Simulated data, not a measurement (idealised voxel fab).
process module | voxel wiring stack
cross-section cut | 250 nm wide | cells 5 nm
A cross-section is a grid of square cells, given in bands from the top down. A band is one or more rows of cells.
Each band's line starts with the height of the band's top and of its bottom, in nm. Then come its materials from left to right, each with its width in nm. One material with "throughout" fills the band from edge to edge. "air" is empty space.
Height 0 is the level under which the wafer as received is all one material. The lowest band goes on downwards, as in "0 down".
A width such as "30 to 40" changes by the same amount from each row of cells to the next, from the band's top row to its bottom row.
"no change" after a step means that no cell of the cross-section changed.
closed voids: empty space of 8 cells or more with no open way to the top, each as width x height at its distance from the left edge, in nm
after a step's settings: what the simulator itself notes on the step
overlay nm, on a step with a mask: how far to the right of its planned place the mask lay; to the left if negative
plan
1 op RECEIVE | material Si
2 op CONFORMAL_DEP | material SiO2 | thk nm 10
3 op CONFORMAL_DEP | material SiN | thk nm 5
4 op DIRECTIONAL_DEP | material lowk | thk nm 15
5 op PATTERN | tone open | mask id METAL_1 | material resist | width nm 20 | pitch nm 35 | thk nm 20 | overlay nm 0
6 op DIRECTIONAL_ETCH | etch materials lowk | depth nm 15
7 op DIRECTIONAL_ETCH | etch materials SiN | depth nm 5
8 op STRIP | etch materials resist
9 op CONFORMAL_DEP | material TiN | thk nm 5
10 op FILL_DEP | material Ru | thk nm 10
11 op CMP | height nm 30
12 op EPI | material Ru | thk nm 5
13 op FILL_DEP | material SiCN | thk nm 5
14 op DIRECTIONAL_DEP | material lowk | thk nm 10
15 op DIRECTIONAL_DEP | material aC | thk nm 15
16 op PATTERN | tone open | mask id PLUG_1 | material resist | width nm 15 | pitch nm 70 | thk nm 30 | overlay nm 0
17 op DIRECTIONAL_ETCH | etch materials aC | depth nm 15
18 op STRIP | etch materials resist
19 op DIRECTIONAL_ETCH | etch materials lowk | depth nm 10
20 op DIRECTIONAL_ETCH | etch materials SiCN | depth nm 5
21 op STRIP | etch materials aC
22 op EPI | material Ru | thk nm 10
23 op EPI | material Ru | thk nm 5
24 op DIRECTIONAL_DEP | material TiN | thk nm 5
25 op DIRECTIONAL_DEP | material W | thk nm 15
26 op MASKED_ETCH | tone cover | mask id METAL_2 | width nm 20 | pitch nm 35 | etch materials W | depth nm 15 | overlay nm 0
27 op MASKED_ETCH | tone cover | mask id METAL_2 | width nm 20 | pitch nm 35 | etch materials TiN | depth nm 5 | overlay nm 0
28 op CONFORMAL_DEP | material SiCN | thk nm 5
29 op FILL_DEP | material lowk | thk nm 10
30 op CMP | height nm 70
31 op CONFORMAL_DEP | material SiCN | thk nm 5
32 op DIRECTIONAL_DEP | material lowk | thk nm 15
33 op PATTERN | tone open | mask id PLUG_2 | material resist | width nm 15 | pitch nm 35 | thk nm 20 | overlay nm 0
34 op DIRECTIONAL_ETCH | etch materials lowk | depth nm 15
35 op DIRECTIONAL_ETCH | etch materials SiCN | depth nm 5
36 op STRIP | etch materials resist
37 op CONFORMAL_DEP | material TiN | thk nm 5
38 op FILL_DEP | material Ru | thk nm 10
39 op CMP | height nm 90
40 op DIRECTIONAL_DEP | material TiN | thk nm 5
41 op DIRECTIONAL_DEP | material W | thk nm 25
42 op PATTERN | tone cover | mask id METAL_3 | material resist | width nm 20 | pitch nm 35 | thk nm 20 | overlay nm 0
43 op DIRECTIONAL_ETCH | etch materials W | depth nm 25
44 op DIRECTIONAL_ETCH | etch materials TiN | depth nm 5
45 op STRIP | etch materials resist
46 op FILL_DEP | material SiO2 | thk nm 10
47 op CMP | height nm 120
48 op CONFORMAL_DEP | material SiCN | thk nm 5
as received, after step 1
  0 down: Si throughout
  closed voids: none
first wafer at the end, as planned
  125 to 120: SiCN throughout
  120 to 95: SiO2 60 | W 20 | SiO2 15 | W 20 | SiO2 15 | W 20 | SiO2 15 | W 20 | SiO2 65
  95 to 90: SiO2 60 | TiN 20 | SiO2 15 | TiN 20 | SiO2 15 | TiN 20 | SiO2 15 | TiN 20 | SiO2 65
  90 to 75: lowk 60 | TiN 5 | Ru 5 | TiN 5 | lowk 20 | TiN 5 | Ru 5 | TiN 5 | lowk 20 | TiN 5 | Ru 5 | TiN 5 | lowk 20 | TiN 5 | Ru 5 | TiN 5 | lowk 70
  75 to 70: SiCN 60 | TiN 15 | SiCN 20 | TiN 15 | SiCN 20 | TiN 15 | SiCN 20 | TiN 15 | SiCN 70
  70 to 55: lowk 55 | SiCN 5 | W 20 | SiCN 5 | lowk 5 | SiCN 5 | W 20 | SiCN 5 | lowk 5 | SiCN 5 | W 20 | SiCN 5 | lowk 5 | SiCN 5 | W 20 | SiCN 5 | lowk 60
  55 to 50: SiCN 60 | TiN 20 | SiCN 15 | TiN 20 | SiCN 15 | TiN 20 | SiCN 15 | TiN 20 | SiCN 65
  50 to 40: lowk 60 | Ru 15 | lowk 55 | Ru 15 | lowk 105
  40 to 35: SiCN 60 | Ru 15 | SiCN 55 | Ru 15 | SiCN 105
  35 to 30: SiCN 55 | Ru 30 | SiCN 5 | Ru 30 | SiCN 5 | Ru 30 | SiCN 5 | Ru 30 | SiCN 60
  30 to 15: lowk 60 | TiN 5 | Ru 10 | TiN 5 | lowk 15 | TiN 5 | Ru 10 | TiN 5 | lowk 15 | TiN 5 | Ru 10 | TiN 5 | lowk 15 | TiN 5 | Ru 10 | TiN 5 | lowk 65
  15 to 10: SiN 60 | TiN 20 | SiN 15 | TiN 20 | SiN 15 | TiN 20 | SiN 15 | TiN 20 | SiN 65
  10 to 0: SiO2 throughout
  0 down: Si throughout
  closed voids: none
second wafer at the end: like start, like plan, one mistake
  125 to 120: SiCN throughout
  120 to 95: SiO2 60 | W 20 | SiO2 15 | W 20 | SiO2 15 | W 20 | SiO2 15 | W 20 | SiO2 65
  95 to 90: SiN throughout
  90 to 75: lowk 60 | TiN 5 | Ru 5 | TiN 5 | lowk 20 | TiN 5 | Ru 5 | TiN 5 | lowk 20 | TiN 5 | Ru 5 | TiN 5 | lowk 20 | TiN 5 | Ru 5 | TiN 5 | lowk 70
  75 to 70: SiCN 60 | TiN 15 | SiCN 20 | TiN 15 | SiCN 20 | TiN 15 | SiCN 20 | TiN 15 | SiCN 70
  70 to 55: lowk 55 | SiCN 5 | W 20 | SiCN 5 | lowk 5 | SiCN 5 | W 20 | SiCN 5 | lowk 5 | SiCN 5 | W 20 | SiCN 5 | lowk 5 | SiCN 5 | W 20 | SiCN 5 | lowk 60
  55 to 50: SiCN 60 | TiN 20 | SiCN 15 | TiN 20 | SiCN 15 | TiN 20 | SiCN 15 | TiN 20 | SiCN 65
  50 to 40: lowk 60 | Ru 15 | lowk 55 | Ru 15 | lowk 105
  40 to 35: SiCN 60 | Ru 15 | SiCN 55 | Ru 15 | SiCN 105
  35 to 30: SiCN 55 | Ru 30 | SiCN 5 | Ru 30 | SiCN 5 | Ru 30 | SiCN 5 | Ru 30 | SiCN 60
  30 to 15: lowk 60 | TiN 5 | Ru 10 | TiN 5 | lowk 15 | TiN 5 | Ru 10 | TiN 5 | lowk 15 | TiN 5 | Ru 10 | TiN 5 | lowk 15 | TiN 5 | Ru 10 | TiN 5 | lowk 65
  15 to 10: SiN 60 | TiN 20 | SiN 15 | TiN 20 | SiN 15 | TiN 20 | SiN 15 | TiN 20 | SiN 65
  10 to 0: SiO2 throughout
  0 down: Si throughout
  closed voids: none
what went wrong: step 40 ran as: op DIRECTIONAL_DEP | material SiN | thk nm 5
at the end the second wafer has, in cells: 50 more of SiN | 34 fewer of SiO2 | 16 fewer of TiN
